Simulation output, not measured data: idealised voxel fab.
The process module that follows is named voxel transistor to metal.
cross-section cut | 190 nm wide | cells 5 nm
A cross-section in this document is a grid of square cells, and it is written down as bands, the top band listed before the ones below it; a band is made up of one or more rows of cells.
Heights first: top, then bottom, in nm. Then materials, left to right, each with a width in nm. "throughout" on a single material: fills the band edge to edge. "air": empty space.
Height 0 is the level under which the wafer as received is all one material. The lowest band goes on downwards, as in "top 0, no bottom".
Width "30->40": first value at the band's top row of cells, second value at its bottom row, equal change from row to row.
For the purposes of this document, the phrase "remained unchanged" attached to a step denotes that no cell within the cross-section was modified by that step.
"Voids, fully enclosed" lists enclosed empty spaces (at least 8 cells, no open path upward to the top), each as width x height at distance from the left edge, in nm.
Past the settings on a step's line: simulator remark, on that step.
overlay nm: on a step with a mask, how far right of its planned place the mask lay; negative means left.
Steps in the process plan:
1: RECEIVE,material Si
2: OXIDIZE,depth nm 5
3: CONFORMAL_DEP,material SiN,thk nm 15
4: MASKED_ETCH,tone cover,mask id ACTIVE,width nm 100,etch materials SiN,depth nm 15,overlay nm 0
5: MASKED_ETCH,tone cover,mask id ACTIVE,width nm 100,etch materials SiO2,depth nm 5,overlay nm 0
6: MASKED_ETCH,tone cover,mask id ACTIVE,width nm 100,etch materials Si,depth nm 30,overlay nm 0
7: FILL_DEP,material SiO2,thk nm 15
8: CMP,height nm 15
9: SELECTIVE_ETCH,etch materials SiO2,depth nm 5
10: STRIP,etch materials SiN
11: SELECTIVE_ETCH,etch materials SiO2,depth nm 5
12: OXIDIZE,depth nm 5
13: DIRECTIONAL_DEP,material polySi,thk nm 25
14: DIRECTIONAL_DEP,material SiCN,thk nm 15
15: MASKED_ETCH,tone cover,mask id GATE,width nm 20,etch materials SiCN,depth nm 25,overlay nm 0
16: MASKED_ETCH,tone cover,mask id GATE,width nm 20,etch materials polySi,depth nm 35,overlay nm -10
17: CONFORMAL_DEP,material SiN,thk nm 10
18: DIRECTIONAL_ETCH,etch materials SiN,depth nm 10
19: DIRECTIONAL_ETCH,etch materials SiO2,depth nm 5
20: DIRECTIONAL_ETCH,etch materials Si,depth nm 5
21: EPI,material nSi,thk nm 5
22: FILL_DEP,material SiO2,thk nm 5
23: CMP,height nm 35
24: DIRECTIONAL_DEP,material SiO2,thk nm 15
25: MASKED_ETCH,tone open,mask id CONTACT,width nm 20,pitch nm 70,etch materials SiO2,depth nm 60,overlay nm 0
26: CONFORMAL_DEP,material TiN,thk nm 5
27: FILL_DEP,material Ru,thk nm 10
28: CMP,height nm 50
29: DIRECTIONAL_DEP,material TiN,thk nm 5
30: DIRECTIONAL_DEP,material Ru,thk nm 15
31: PATTERN,tone cover,mask id METAL_1,material resist,width nm 20,pitch nm 70,thk nm 20,overlay nm 0
32: DIRECTIONAL_ETCH,etch materials Ru,depth nm 15
33: DIRECTIONAL_ETCH,etch materials TiN,depth nm 5
34: STRIP,etch materials resist
35: CONFORMAL_DEP,material SiN,thk nm 5
36: FILL_DEP,material SiO2,thk nm 5
37: CMP,height nm 70
38: CONFORMAL_DEP,material SiCN,thk nm 5
Every wafer here starts from the same state; it is the step 16 overlay nm that distinguishes them, and the value the plan gives belongs to the first wafer.
Cross-section of the first of several received wafers, showing its state after step 1:
* top 0, no bottom | Si throughout
* Voids, fully enclosed: none
Below is a per-wafer table. In it, each row describes the wafer at the end of the module by giving, for each material, the number of cells gained (+) or lost (-) since the wafer was received, and after that the closed voids of the wafer:
overlay nm -10; +60 Ru; -174 Si; +50 SiCN; +82 SiN; +451 SiO2; +59 TiN; +12 nSi; +30 polySi; Voids, fully enclosed: none
overlay nm -5; +65 Ru; -175 Si; +50 SiCN; +82 SiN; +450 SiO2; +60 TiN; +13 nSi; +25 polySi; Voids, fully enclosed: none
overlay nm 0; +66 Ru; -176 Si; +50 SiCN; +82 SiN; +454 SiO2; +60 TiN; +14 nSi; +20 polySi; Voids, fully enclosed: none
overlay nm 5; +65 Ru; -175 Si; +50 SiCN; +82 SiN; +450 SiO2; +60 TiN; +13 nSi; +25 polySi; Voids, fully enclosed: none
overlay nm 10; +60 Ru; -174 Si; +50 SiCN; +82 SiN; +451 SiO2; +59 TiN; +12 nSi; +30 polySi; Voids, fully enclosed: none
